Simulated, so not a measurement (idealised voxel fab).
process module | voxel self aligned contacts
cross-section cut | 285 nm wide | cells 5 nm
A cross-section is a grid of square cells, given in bands from the top down. A band is one or more rows of cells.
Each band's line starts with the height of the band's top and of its bottom, in nm. Then come its materials from left to right, each with its width in nm. One material with "throughout" fills the band from edge to edge. "air" is empty space.
Height 0 is the level under which the wafer as received is all one material. The lowest band goes on downwards, as in "0 down".
A width such as "30 to 40" changes by the same amount from each row of cells to the next, from the band's top row to its bottom row.
"no change" after a step means that no cell of the cross-section changed.
closed voids: empty space of 8 cells or more with no open way to the top, each as width x height at its distance from the left edge, in nm
after a step's settings: what the simulator itself notes on the step
overlay nm, on a step with a mask: how far to the right of its planned place the mask lay; to the left if negative
plan
1 op RECEIVE | material Si
2 op OXIDIZE | depth nm 5
3 op DIRECTIONAL_DEP | material polySi | thk nm 20
4 op DIRECTIONAL_DEP | material SiN | thk nm 20
5 op MASKED_ETCH | tone cover | mask id GATE | width nm 35 | pitch nm 80 | etch materials SiN | depth nm 20 | overlay nm 0
6 op MASKED_ETCH | tone cover | mask id GATE | width nm 35 | pitch nm 80 | etch materials polySi | depth nm 20 | overlay nm 0
7 op CONFORMAL_DEP | material SiN | thk nm 10
8 op DIRECTIONAL_ETCH | etch materials SiN | depth nm 10
9 op FILL_DEP | material SiO2 | thk nm 15
10 op CMP | height nm 45
11 op PATTERN | tone open | mask id CONTACT | material resist | width nm 65 | thk nm 20 | overlay nm 0
12 op DIRECTIONAL_ETCH | etch materials SiO2 | depth nm 50
13 op STRIP | etch materials resist
14 op CONFORMAL_DEP | material TiN | thk nm 5
15 op FILL_DEP | material Ru | thk nm 10
16 op CMP | height nm 45
17 op CONFORMAL_DEP | material SiCN | thk nm 5
first wafer, as planned
as received, after step 1
  0 down: Si throughout
  closed voids: none
after step 2
  0 to -5: SiO2 throughout
  below -5: unchanged
after step 3
  20 to 0: polySi throughout
  below 0: unchanged
after step 4
  40 to 20: SiN throughout
  below 20: unchanged
after step 5
  40 to 20: air 85 | SiN 35 | air 45 | SiN 35 | air 85
  below 20: unchanged
after step 6
  40 to 20: air 85 | SiN 35 | air 45 | SiN 35 | air 85
  20 to 0: air 85 | polySi 35 | air 45 | polySi 35 | air 85
  below 0: unchanged
after step 7
  50 to 20: air 75 | SiN 55 | air 25 | SiN 55 | air 75
  20 to 10: air 75 | SiN 10 | polySi 35 | SiN 10 | air 25 | SiN 10 | polySi 35 | SiN 10 | air 75
  10 to 0: SiN 85 | polySi 35 | SiN 45 | polySi 35 | SiN 85
  below 0: unchanged
after step 8
  40 to 20: air 75 | SiN 55 | air 25 | SiN 55 | air 75
  20 to 0: air 75 | SiN 10 | polySi 35 | SiN 10 | air 25 | SiN 10 | polySi 35 | SiN 10 | air 75
  below 0: unchanged
after step 9
  55 to 40: SiO2 throughout
  40 to 20: SiO2 75 | SiN 55 | SiO2 25 | SiN 55 | SiO2 75
  20 to 0: SiO2 75 | SiN 10 | polySi 35 | SiN 10 | SiO2 25 | SiN 10 | polySi 35 | SiN 10 | SiO2 75
  below 0: unchanged
after step 10
  45 to 40: SiO2 throughout
  below 40: unchanged
after step 11
  65 to 45: resist 110 | air 65 | resist 110
  below 45: unchanged
after step 12
  65 to 45: resist 110 | air 65 | resist 110
  45 to 40: SiO2 110 | air 65 | SiO2 110
  40 to 20: SiO2 75 | SiN 55 | air 25 | SiN 55 | SiO2 75
  20 to 0: SiO2 75 | SiN 10 | polySi 35 | SiN 10 | air 25 | SiN 10 | polySi 35 | SiN 10 | SiO2 75
  0 to -5: SiO2 130 | air 25 | SiO2 130
  below -5: unchanged
after step 13
  45 to 40: SiO2 110 | air 65 | SiO2 110
  below 40: unchanged
after step 14
  50 to 45: TiN 115 | air 55 | TiN 115
  45 to 40: SiO2 110 | TiN 25 | air 15 | TiN 25 | SiO2 110
  40 to 20: SiO2 75 | SiN 55 | TiN 5 | air 15 | TiN 5 | SiN 55 | SiO2 75
  20 to 0: SiO2 75 | SiN 10 | polySi 35 | SiN 10 | TiN 5 | air 15 | TiN 5 | SiN 10 | polySi 35 | SiN 10 | SiO2 75
  0 to -5: SiO2 130 | TiN 25 | SiO2 130
  below -5: unchanged
after step 15
  60 to 50: Ru throughout
  50 to 45: TiN 115 | Ru 55 | TiN 115
  45 to 40: SiO2 110 | TiN 25 | Ru 15 | TiN 25 | SiO2 110
  40 to 20: SiO2 75 | SiN 55 | TiN 5 | Ru 15 | TiN 5 | SiN 55 | SiO2 75
  20 to 0: SiO2 75 | SiN 10 | polySi 35 | SiN 10 | TiN 5 | Ru 15 | TiN 5 | SiN 10 | polySi 35 | SiN 10 | SiO2 75
  below 0: unchanged
after step 16
  45 to 40: SiO2 110 | TiN 25 | Ru 15 | TiN 25 | SiO2 110
  below 40: unchanged
after step 17
  50 to 45: SiCN throughout
  below 45: unchanged
second wafer: like start, like plan, one mistake. Through step 1 it matches the first wafer
when step 2 should have ended
  20 to 0: polySi throughout
  below 0: unchanged
when step 3 should have ended
  20 to 15: SiO2 throughout
  below 15: unchanged
when step 4 should have ended
  40 to 20: SiN throughout
  below 20: unchanged
when step 5 should have ended
  40 to 20: air 85 | SiN 35 | air 45 | SiN 35 | air 85
  below 20: unchanged
when step 6 should have ended: no change
when step 7 should have ended
  50 to 30: air 75 | SiN 55 | air 25 | SiN 55 | air 75
  30 to 20: SiN throughout
  below 20: unchanged
when step 8 should have ended
  40 to 20: air 75 | SiN 55 | air 25 | SiN 55 | air 75
  below 20: unchanged
when step 9 should have ended
  55 to 40: SiO2 throughout
  40 to 20: SiO2 75 | SiN 55 | SiO2 25 | SiN 55 | SiO2 75
  below 20: unchanged
when step 10 should have ended
  45 to 40: SiO2 throughout
  below 40: unchanged
when step 11 should have ended
  65 to 45: resist 110 | air 65 | resist 110
  below 45: unchanged
when step 12 should have ended
  65 to 45: resist 110 | air 65 | resist 110
  45 to 40: SiO2 110 | air 65 | SiO2 110
  40 to 20: SiO2 75 | SiN 55 | air 25 | SiN 55 | SiO2 75
  20 to 15: SiO2 130 | air 25 | SiO2 130
  below 15: unchanged
when step 13 should have ended
  45 to 40: SiO2 110 | air 65 | SiO2 110
  below 40: unchanged
when step 14 should have ended
  50 to 45: TiN 115 | air 55 | TiN 115
  45 to 40: SiO2 110 | TiN 25 | air 15 | TiN 25 | SiO2 110
  40 to 20: SiO2 75 | SiN 55 | TiN 5 | air 15 | TiN 5 | SiN 55 | SiO2 75
  20 to 15: SiO2 130 | TiN 25 | SiO2 130
  below 15: unchanged
when step 15 should have ended
  60 to 50: Ru throughout
  50 to 45: TiN 115 | Ru 55 | TiN 115
  45 to 40: SiO2 110 | TiN 25 | Ru 15 | TiN 25 | SiO2 110
  40 to 20: SiO2 75 | SiN 55 | TiN 5 | Ru 15 | TiN 5 | SiN 55 | SiO2 75
  below 20: unchanged
when step 16 should have ended
  45 to 40: SiO2 110 | TiN 25 | Ru 15 | TiN 25 | SiO2 110
  below 40: unchanged
when step 17 should have ended
  50 to 45: SiCN throughout
  below 45: unchanged
what went wrong: steps 2 and 3 were swapped
at the end the second wafer has, in cells: 12 fewer of Ru | 57 more of Si | 32 fewer of SiN | 120 fewer of SiO2 | 8 fewer of TiN | 115 more of polySi
